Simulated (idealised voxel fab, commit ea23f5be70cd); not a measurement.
The process module that follows is named voxel gate over fins.
Section cut is 150 nm wide and gridded with 5 nm square cells.
Cross-section = grid of square cells, listed top down in bands; band = one or more rows.
Band: top height; bottom height; in nm. Then, left to right: material with width in nm, for each material. "throughout": a single material spanning edge to edge. "blank": empty space.
For the purposes of this specification, 0 denotes the height below which the wafer in its as-received condition is composed wholly of one material, and the lowermost band, lacking a lower limit, extends downward without end, as expressed in "0 -> down".
The two numbers in a width such as "30 to 40" mark its ends across the band: the first belongs to the top row of cells, the second to the bottom row, and from each row to the next the width moves by the same amount.
The cross-section has no changed cell in any step marked "no modification".
Closed cavity list: empty space of 8 cells or more with no open way to the top, each as width x height at its distance from the left edge, in nm
Formally, on a step line, whatever follows the settings is a remark that the simulator itself makes on the step.
The line of a step may include "overlay nm". On a step with a mask, this value is how far to the right of its planned place the mask lay. A negative value means the mask lay to the left.

Planned step list for the process:
1) RECEIVE with material Si
2) CONFORMAL_DEP with material SiN, thk nm 5
3) MASKED_ETCH with tone cover, mask id FINS, width nm 15, pitch nm 40, etch materials SiN, depth nm 5, overlay nm 0
4) MASKED_ETCH with tone cover, mask id FINS, width nm 15, pitch nm 40, etch materials Si, depth nm 40, overlay nm 0
5) FILL_DEP with material SiO2, thk nm 10
6) CMP with height nm 5
7) SELECTIVE_ETCH with etch materials SiO2, depth nm 15
8) STRIP with etch materials SiN
9) CONFORMAL_DEP with material HfO2, thk nm 5
10) CONFORMAL_DEP with material TiN, thk nm 5
11) FILL_DEP with material W, thk nm 15
12) CMP with height nm 20
13) CONFORMAL_DEP with material SiN, thk nm 5

As received (post step 1): cross-section:
  0 -> down = Si throughout
  Closed cavity list: none

Final cross-section, module run with one mistake (start and plan as above):
  25 -> 20 = SiN throughout
  20 -> 10 = W throughout
  10 -> 5 = 15 nm W, 35 nm TiN, 5 nm W, 35 nm TiN, 5 nm W, 35 nm TiN, 20 nm W
  5 -> 0 = 15 nm W, 5 nm TiN, 25 nm SiN, 5 nm TiN, 5 nm W, 5 nm TiN, 25 nm SiN, 5 nm TiN, 5 nm W, 5 nm TiN, 25 nm SiN, 5 nm TiN, 20 nm W
  0 -> -5 = 20 nm TiN, 5 nm SiN, 15 nm Si, 5 nm SiN, 15 nm TiN, 5 nm SiN, 15 nm Si, 5 nm SiN, 15 nm TiN, 5 nm SiN, 15 nm Si, 5 nm SiN, 25 nm TiN
  -5 -> -10 = 25 nm SiN, 15 nm Si, 25 nm SiN, 15 nm Si, 25 nm SiN, 15 nm Si, 30 nm SiN
  -10 -> -40 = 25 nm SiO2, 15 nm Si, 25 nm SiO2, 15 nm Si, 25 nm SiO2, 15 nm Si, 30 nm SiO2
  -40 -> down = Si throughout
  Closed cavity list: none
It is concluded that the wafer was processed incorrectly with respect to the plan, in that step 9 did not use the planned setting and instead ran as CONFORMAL_DEP with material SiN, thk nm 5
